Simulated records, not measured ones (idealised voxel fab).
Module name: voxel capacitor over wiring (process module)
cross-section cut | 285 nm wide | cells 5 nm
The cross-sections in this document take the form of a grid made of square cells. They are written out as bands, in order from top to bottom. Each band consists of one or more rows of cells.
Heads up on the band format: heights come first, top then bottom, in nm. After that it's the materials left to right, each with its width in nm. A single material flagged "throughout" fills the whole band edge to edge, and "air" means there's empty space there.
Height 0 is the level under which the wafer as received is all one material. The lowest band goes on downwards, as in "z 0 and below".
Width: "30..40" (first number = top row, second number = bottom row, same change from row to row of cells).
For the purposes of this document, the phrase "no change" attached to a step denotes that no cell within the cross-section was modified by that step.
The list in "Sealed internal voids" covers empty spaces of 8 cells or more that cannot reach the top through any open way, and it gives each as width x height at distance; the distance is from the left edge, and width, height and distance are in nm.
Note: text after step settings on the step line = simulator remark on that step.
The setting "overlay nm" may be written on the line of a step. When the step uses a mask, the value reports how far to the right of the planned place the mask lay, and a negative value reports that it lay to the left.
## Here's what the planned process steps look like
step 1: RECEIVE (material Si)
step 2: CONFORMAL_DEP (material SiO2; thk nm 15)
step 3: DIRECTIONAL_DEP (material TiN; thk nm 5)
step 4: DIRECTIONAL_DEP (material W; thk nm 25)
step 5: MASKED_ETCH (tone cover; mask id METAL_1; width nm 20; pitch nm 85; etch materials W; depth nm 25; overlay nm 0)
step 6: MASKED_ETCH (tone cover; mask id METAL_1; width nm 20; pitch nm 85; etch materials TiN; depth nm 5; overlay nm 0)
step 7: CONFORMAL_DEP (material SiCN; thk nm 5)
step 8: FILL_DEP (material SiO2; thk nm 5)
step 9: CMP (height nm 45)
step 10: CONFORMAL_DEP (material SiCN; thk nm 5)
step 11: DIRECTIONAL_DEP (material SiO2; thk nm 15)
step 12: PATTERN (tone open; mask id PLUG_1; material resist; width nm 15; thk nm 20; overlay nm 0)
step 13: DIRECTIONAL_ETCH (etch materials SiO2; depth nm 15)
step 14: DIRECTIONAL_ETCH (etch materials SiCN; depth nm 5)
step 15: STRIP (etch materials resist)
step 16: EPI (material Ru; thk nm 10)
step 17: EPI (material Ru; thk nm 10)
step 18: DIRECTIONAL_DEP (material TiN; thk nm 5)
step 19: DIRECTIONAL_DEP (material SiN; thk nm 5)
step 20: DIRECTIONAL_DEP (material TiN; thk nm 5)
step 21: MASKED_ETCH (tone cover; mask id UPPER_PLATE; width nm 70; etch materials TiN; depth nm 5; overlay nm 0)
step 22: MASKED_ETCH (tone cover; mask id UPPER_PLATE; width nm 70; etch materials SiN; depth nm 5; overlay nm 0)
step 23: MASKED_ETCH (tone cover; mask id LOWER_PLATE; width nm 80; etch materials TiN; depth nm 5; overlay nm 0)
step 24: FILL_DEP (material SiO2; thk nm 20)
step 25: CMP (height nm 95)
step 26: PATTERN (tone open; mask id PLUG_2; material resist; width nm 15; thk nm 15; overlay nm 0)
step 27: DIRECTIONAL_ETCH (etch materials SiO2; depth nm 15)
step 28: STRIP (etch materials resist)
step 29: CONFORMAL_DEP (material TiN; thk nm 5)
step 30: FILL_DEP (material Cu; thk nm 5)
step 31: CMP (height nm 95)
step 32: CONFORMAL_DEP (material SiN; thk nm 5)
## Cross-section of the wafer at receipt, which is the condition after step 1
> z 0 and below: Si throughout
> Sealed internal voids: none
## Same starting wafer, same plan as above, one mistake in the execution; this is the cross-section at the end of the module
> z 100 to 95: SiN throughout
> z 95 to 85: SiO2: 105; TiN: 5; Cu: 5; TiN: 5; SiO2: 165
> z 85 to 75: SiO2: 105..110; TiN: 15..55; SiO2: 165..120
> z 75 to 70: SiO2: 110; SiN: 55; SiO2: 120
> z 70 to 65: SiO2: 90; TiN: 80; SiO2: 115
> z 65 to 60: SiO2: 95; SiN: 15; SiO2: 175
> z 60 to 55: SiO2: 95; TiN: 15; SiO2: 175
> z 55 to 50: SiO2: 95; Ru: 15; SiO2: 175
> z 50 to 45: SiCN: 95; Ru: 15; SiCN: 175
> z 45 to 20: SiO2: 85; SiCN: 5; W: 20; SiCN: 5; SiO2: 55; SiCN: 5; W: 20; SiCN: 5; SiO2: 85
> z 20 to 15: SiCN: 90; TiN: 20; SiCN: 65; TiN: 20; SiCN: 90
> z 15 to 0: SiO2 throughout
> z 0 and below: Si throughout
> Sealed internal voids: none
Deviation noted in wafer processing: one of the identical steps 16 and 17 was skipped, and it is impossible to tell which
